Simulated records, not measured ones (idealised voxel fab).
voxel quadruple lines: a process module
The width of the displayed cross-section, cut, is 140 nm; its cells are square, with a size of 5 nm.
Bands, listed from the top down, are how a cross-section gets written in this document; the cross-section itself is a grid of square cells, and a band is one or more rows of them. In this notation a band is specified by the heights of its top and bottom, in that order and in nm, after which its materials appear from left to right, each paired with its width in nm. The word "all across" attached to a single material means that material fills the band from edge to edge; the word "blank" stands for empty space. The level at which height equals 0 is the one under which the wafer, as it arrives, is entirely one material. No lower edge exists for the bottom band, which continues downward and is notated as in "0 and below". Graded width ("30->40"): value in top row of band = first number; value in bottom row = second number; row-to-row change constant. "nothing changed" -> step changed no cross-section cell. Reported under the label "closed voids" are the empty spaces having no open way to the top and comprising 8 cells or more; the notation for each is width x height at distance, in which the distance is measured from the left edge and all three values are in nm. Post-settings text on a step line: simulator's own remark regarding the step. A step line may carry the setting "overlay nm", which, for steps involving a mask, states the distance by which the mask lay to the right of its intended position; negative values denote displacement to the left.
# plan
- 1: op RECEIVE | material Si
- 2: op CONFORMAL_DEP | material SiO2 | thk nm 5
- 3: op DIRECTIONAL_DEP | material TiN | thk nm 10
- 4: op DIRECTIONAL_DEP | material polySi | thk nm 20
- 5: op DIRECTIONAL_DEP | material aC | thk nm 20
- 6: op PATTERN | tone cover | mask id MANDREL | material resist | width nm 20 | pitch nm 60 | thk nm 30 | overlay nm 0
- 7: op DIRECTIONAL_ETCH | etch materials aC | depth nm 20
- 8: op STRIP | etch materials resist
- 9: op CONFORMAL_DEP | material SiO2 | thk nm 10
- 10: op DIRECTIONAL_ETCH | etch materials SiO2 | depth nm 10
- 11: op STRIP | etch materials aC
- 12: op DIRECTIONAL_ETCH | etch materials polySi | depth nm 20
- 13: op STRIP | etch materials SiO2
- 14: op CONFORMAL_DEP | material SiCN | thk nm 5
- 15: op DIRECTIONAL_ETCH | etch materials SiCN | depth nm 5
- 16: op STRIP | etch materials polySi
- 17: op DIRECTIONAL_ETCH | etch materials TiN | depth nm 10
- 18: op STRIP | etch materials SiCN
- 19: op FILL_DEP | material lowk | thk nm 10
- 20: op CMP | height nm 15
# Run as planned: first of two wafers
# Incoming wafer, cross-sectional view, post step 1
0 and below: Si all across
closed voids: none
# after step 2
5 down to 0: SiO2 all across
At heights below 0, the structure remains unaltered.
# after step 3
15 down to 5: TiN all across
At heights below 5, the structure remains unaltered.
# after step 4
35 down to 15: polySi all across
At heights below 15, the structure remains unaltered.
# after step 5
55 down to 35: aC all across
At heights below 35, the structure remains unaltered.
# after step 6
85 down to 55: blank (30), then resist (20), then blank (40), then resist (20), then blank (30)
At heights below 55, the structure remains unaltered.
# after step 7
65 down to 55: blank (30), then resist (20), then blank (40), then resist (20), then blank (30)
55 down to 35: blank (30), then aC (20), then blank (40), then aC (20), then blank (30)
At heights below 35, the structure remains unaltered.
# after step 8
55 down to 35: blank (30), then aC (20), then blank (40), then aC (20), then blank (30)
At heights below 35, the structure remains unaltered.
# after step 9
65 down to 55: blank (20), then SiO2 (40), then blank (20), then SiO2 (40), then blank (20)
55 down to 45: blank (20), then SiO2 (10), then aC (20), then SiO2 (10), then blank (20), then SiO2 (10), then aC (20), then SiO2 (10), then blank (20)
45 down to 35: SiO2 (30), then aC (20), then SiO2 (40), then aC (20), then SiO2 (30)
At heights below 35, the structure remains unaltered.
# after step 10
55 down to 35: blank (20), then SiO2 (10), then aC (20), then SiO2 (10), then blank (20), then SiO2 (10), then aC (20), then SiO2 (10), then blank (20)
At heights below 35, the structure remains unaltered.
# after step 11
55 down to 35: blank (20), then SiO2 (10), then blank (20), then SiO2 (10), then blank (20), then SiO2 (10), then blank (20), then SiO2 (10), then blank (20)
At heights below 35, the structure remains unaltered.
# after step 12
55 down to 35: blank (20), then SiO2 (10), then blank (20), then SiO2 (10), then blank (20), then SiO2 (10), then blank (20), then SiO2 (10), then blank (20)
35 down to 15: blank (20), then polySi (10), then blank (20), then polySi (10), then blank (20), then polySi (10), then blank (20), then polySi (10), then blank (20)
At heights below 15, the structure remains unaltered.
# after step 13
35 down to 15: blank (20), then polySi (10), then blank (20), then polySi (10), then blank (20), then polySi (10), then blank (20), then polySi (10), then blank (20)
At heights below 15, the structure remains unaltered.
# after step 14
40 down to 35: blank (15), then SiCN (20), then blank (10), then SiCN (20), then blank (10), then SiCN (20), then blank (10), then SiCN (20), then blank (15)
35 down to 20: blank (15), then SiCN (5), then polySi (10), then SiCN (5), then blank (10), then SiCN (5), then polySi (10), then SiCN (5), then blank (10), then SiCN (5), then polySi (10), then SiCN (5), then blank (10), then SiCN (5), then polySi (10), then SiCN (5), then blank (15)
20 down to 15: SiCN (20), then polySi (10), then SiCN (20), then polySi (10), then SiCN (20), then polySi (10), then SiCN (20), then polySi (10), then SiCN (20)
At heights below 15, the structure remains unaltered.
# after step 15
35 down to 15: blank (15), then SiCN (5), then polySi (10), then SiCN (5), then blank (10), then SiCN (5), then polySi (10), then SiCN (5), then blank (10), then SiCN (5), then polySi (10), then SiCN (5), then blank (10), then SiCN (5), then polySi (10), then SiCN (5), then blank (15)
At heights below 15, the structure remains unaltered.
# after step 16
35 down to 15: blank (15), then SiCN (5), then blank (10), then SiCN (5), then blank (10), then SiCN (5), then blank (10), then SiCN (5), then blank (10), then SiCN (5), then blank (10), then SiCN (5), then blank (10), then SiCN (5), then blank (10), then SiCN (5), then blank (15)
At heights below 15, the structure remains unaltered.
# after step 17
35 down to 15: blank (15), then SiCN (5), then blank (10), then SiCN (5), then blank (10), then SiCN (5), then blank (10), then SiCN (5), then blank (10), then SiCN (5), then blank (10), then SiCN (5), then blank (10), then SiCN (5), then blank (10), then SiCN (5), then blank (15)
15 down to 5: blank (15), then TiN (5), then blank (10), then TiN (5), then blank (10), then TiN (5), then blank (10), then TiN (5), then blank (10), then TiN (5), then blank (10), then TiN (5), then blank (10), then TiN (5), then blank (10), then TiN (5), then blank (15)
At heights below 5, the structure remains unaltered.
# after step 18
15 down to 5: blank (15), then TiN (5), then blank (10), then TiN (5), then blank (10), then TiN (5), then blank (10), then TiN (5), then blank (10), then TiN (5), then blank (10), then TiN (5), then blank (10), then TiN (5), then blank (10), then TiN (5), then blank (15)
At heights below 5, the structure remains unaltered.
# after step 19
25 down to 15: lowk all across
15 down to 5: lowk (15), then TiN (5), then lowk (10), then TiN (5), then lowk (10), then TiN (5), then lowk (10), then TiN (5), then lowk (10), then TiN (5), then lowk (10), then TiN (5), then lowk (10), then TiN (5), then lowk (10), then TiN (5), then lowk (15)
At heights below 5, the structure remains unaltered.
# after step 20
15 down to 5: lowk (15), then TiN (5), then lowk (10), then TiN (5), then lowk (10), then TiN (5), then lowk (10), then TiN (5), then lowk (10), then TiN (5), then lowk (10), then TiN (5), then lowk (10), then TiN (5), then lowk (10), then TiN (5), then lowk (15)
At heights below 5, the structure remains unaltered.
# Here the second wafer is described. Its start and its plan were those of the first wafer. Its run contained one mistake. Up to and including step 5, it did exactly what the first wafer did
# Look at the second wafer in cross-section at the time step 6 ought to have finished
85 down to 55: blank (25), then resist (30), then blank (30), then resist (30), then blank (25)
At heights below 55, the structure remains unaltered.
# Look at the second wafer in cross-section at the time step 7 ought to have finished
65 down to 55: blank (25), then resist (30), then blank (30), then resist (30), then blank (25)
55 down to 35: blank (25), then aC (30), then blank (30), then aC (30), then blank (25)
At heights below 35, the structure remains unaltered.
# Look at the second wafer in cross-section at the time step 8 ought to have finished
55 down to 35: blank (25), then aC (30), then blank (30), then aC (30), then blank (25)
At heights below 35, the structure remains unaltered.
# Look at the second wafer in cross-section at the time step 9 ought to have finished
65 down to 55: blank (15), then SiO2 (50), then blank (10), then SiO2 (50), then blank (15)
55 down to 45: blank (15), then SiO2 (10), then aC (30), then SiO2 (10), then blank (10), then SiO2 (10), then aC (30), then SiO2 (10), then blank (15)
45 down to 35: SiO2 (25), then aC (30), then SiO2 (30), then aC (30), then SiO2 (25)
At heights below 35, the structure remains unaltered.
# Look at the second wafer in cross-section at the time step 10 ought to have finished
55 down to 35: blank (15), then SiO2 (10), then aC (30), then SiO2 (10), then blank (10), then SiO2 (10), then aC (30), then SiO2 (10), then blank (15)
At heights below 35, the structure remains unaltered.
# Look at the second wafer in cross-section at the time step 11 ought to have finished
55 down to 35: blank (15), then SiO2 (10), then blank (30), then SiO2 (10), then blank (10), then SiO2 (10), then blank (30), then SiO2 (10), then blank (15)
At heights below 35, the structure remains unaltered.
# Look at the second wafer in cross-section at the time step 12 ought to have finished
55 down to 35: blank (15), then SiO2 (10), then blank (30), then SiO2 (10), then blank (10), then SiO2 (10), then blank (30), then SiO2 (10), then blank (15)
35 down to 15: blank (15), then polySi (10), then blank (30), then polySi (10), then blank (10), then polySi (10), then blank (30), then polySi (10), then blank (15)
At heights below 15, the structure remains unaltered.
# Look at the second wafer in cross-section at the time step 13 ought to have finished
35 down to 15: blank (15), then polySi (10), then blank (30), then polySi (10), then blank (10), then polySi (10), then blank (30), then polySi (10), then blank (15)
At heights below 15, the structure remains unaltered.
# Look at the second wafer in cross-section at the time step 14 ought to have finished
40 down to 35: blank (10), then SiCN (20), then blank (20), then SiCN (40), then blank (20), then SiCN (20), then blank (10)
35 down to 20: blank (10), then SiCN (5), then polySi (10), then SiCN (5), then blank (20), then SiCN (5), then polySi (10), then SiCN (10), then polySi (10), then SiCN (5), then blank (20), then SiCN (5), then polySi (10), then SiCN (5), then blank (10)
20 down to 15: SiCN (15), then polySi (10), then SiCN (30), then polySi (10), then SiCN (10), then polySi (10), then SiCN (30), then polySi (10), then SiCN (15)
At heights below 15, the structure remains unaltered.
# Look at the second wafer in cross-section at the time step 15 ought to have finished
35 down to 15: blank (10), then SiCN (5), then polySi (10), then SiCN (5), then blank (20), then SiCN (5), then polySi (10), then SiCN (10), then polySi (10), then SiCN (5), then blank (20), then SiCN (5), then polySi (10), then SiCN (5), then blank (10)
At heights below 15, the structure remains unaltered.
# Look at the second wafer in cross-section at the time step 16 ought to have finished
35 down to 15: blank (10), then SiCN (5), then blank (10), then SiCN (5), then blank (20), then SiCN (5), then blank (10), then SiCN (10), then blank (10), then SiCN (5), then blank (20), then SiCN (5), then blank (10), then SiCN (5), then blank (10)
At heights below 15, the structure remains unaltered.
# Look at the second wafer in cross-section at the time step 17 ought to have finished
35 down to 15: blank (10), then SiCN (5), then blank (10), then SiCN (5), then blank (20), then SiCN (5), then blank (10), then SiCN (10), then blank (10), then SiCN (5), then blank (20), then SiCN (5), then blank (10), then SiCN (5), then blank (10)
15 down to 5: blank (10), then TiN (5), then blank (10), then TiN (5), then blank (20), then TiN (5), then blank (10), then TiN (10), then blank (10), then TiN (5), then blank (20), then TiN (5), then blank (10), then TiN (5), then blank (10)
At heights below 5, the structure remains unaltered.
# Look at the second wafer in cross-section at the time step 18 ought to have finished
15 down to 5: blank (10), then TiN (5), then blank (10), then TiN (5), then blank (20), then TiN (5), then blank (10), then TiN (10), then blank (10), then TiN (5), then blank (20), then TiN (5), then blank (10), then TiN (5), then blank (10)
At heights below 5, the structure remains unaltered.
# Look at the second wafer in cross-section at the time step 19 ought to have finished
25 down to 15: lowk all across
15 down to 5: lowk (10), then TiN (5), then lowk (10), then TiN (5), then lowk (20), then TiN (5), then lowk (10), then TiN (10), then lowk (10), then TiN (5), then lowk (20), then TiN (5), then lowk (10), then TiN (5), then lowk (10)
At heights below 5, the structure remains unaltered.
# Look at the second wafer in cross-section at the time step 20 ought to have finished
15 down to 5: lowk (10), then TiN (5), then lowk (10), then TiN (5), then lowk (20), then TiN (5), then lowk (10), then TiN (10), then lowk (10), then TiN (5), then lowk (20), then TiN (5), then lowk (10), then TiN (5), then lowk (10)
At heights below 5, the structure remains unaltered.
Want to know what went wrong? in deviation from the planned setting, step 6 was conducted as op PATTERN | tone cover | mask id MANDREL | material resist | width nm 30 | pitch nm 60 | thk nm 30 | overlay nm 0
Same inventory, different map: at the end, the second wafer holds as many cells of each material as the first, placed elsewhere.
